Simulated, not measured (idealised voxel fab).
Process module under the name voxel tone inversion
cross-section cut | 160 nm wide | cells 5 nm
How to read a cross-section here: the picture is a grid of square cells, written as bands going from the top down, and any band can span one or more rows of cells. Band: top height; bottom height; in nm. Then, left to right: material with width in nm, for each material. "edge to edge": a single material spanning edge to edge. "blank": empty space. Zero point of the height axis is 0; under it, received wafer = one material. Lowest band: continues down indefinitely, "0 and below". The notation "30->40" denotes a width that varies across the rows of cells in the band, beginning at the first number in the top row, finishing at the second number in the bottom row, and changing by an identical amount from each row to the next. Where the words "remained the same" appear for a step, the cross-section shows no cell changed by that step; every cell remained as before. "Enclosed void catalog" - sealed voids, min. 8 cells, no opening to top; format: width x height at distance (distance from left edge; nm throughout). That trailing text on a step's line, after the settings, is the simulator's own remark on the step. overlay nm: step with mask; distance mask lay right of planned place; negative value = left of planned place.

**plan**
1,RECEIVE with material Si
2,CONFORMAL_DEP with material SiN, thk nm 10
3,DIRECTIONAL_DEP with material aC, thk nm 15
4,PATTERN with tone cover, mask id POSTS, material resist, width nm 15, pitch nm 40, thk nm 20, overlay nm 0
5,DIRECTIONAL_ETCH with etch materials aC, depth nm 15
6,STRIP with etch materials resist
7,FILL_DEP with material SiO2, thk nm 5
8,CMP with height nm 25
9,STRIP with etch materials aC

**Cross-section of the wafer upon arrival, representing the state reached after step 1**
	0 and below = Si edge to edge
	Enclosed void catalog: none

**Result of the module, cross-sectioned: start per above, plan per above, one error in how it was run**
	15 down to 10 = SiO2 30  blank 15  SiO2 25  blank 15  SiO2 25  blank 15  SiO2 35
	10 down to 0 = SiN edge to edge
	0 and below = Si edge to edge
	Enclosed void catalog: none
Which mistake was made when the wafer was run? step 8 changed vs plan, executed as CMP with height nm 15
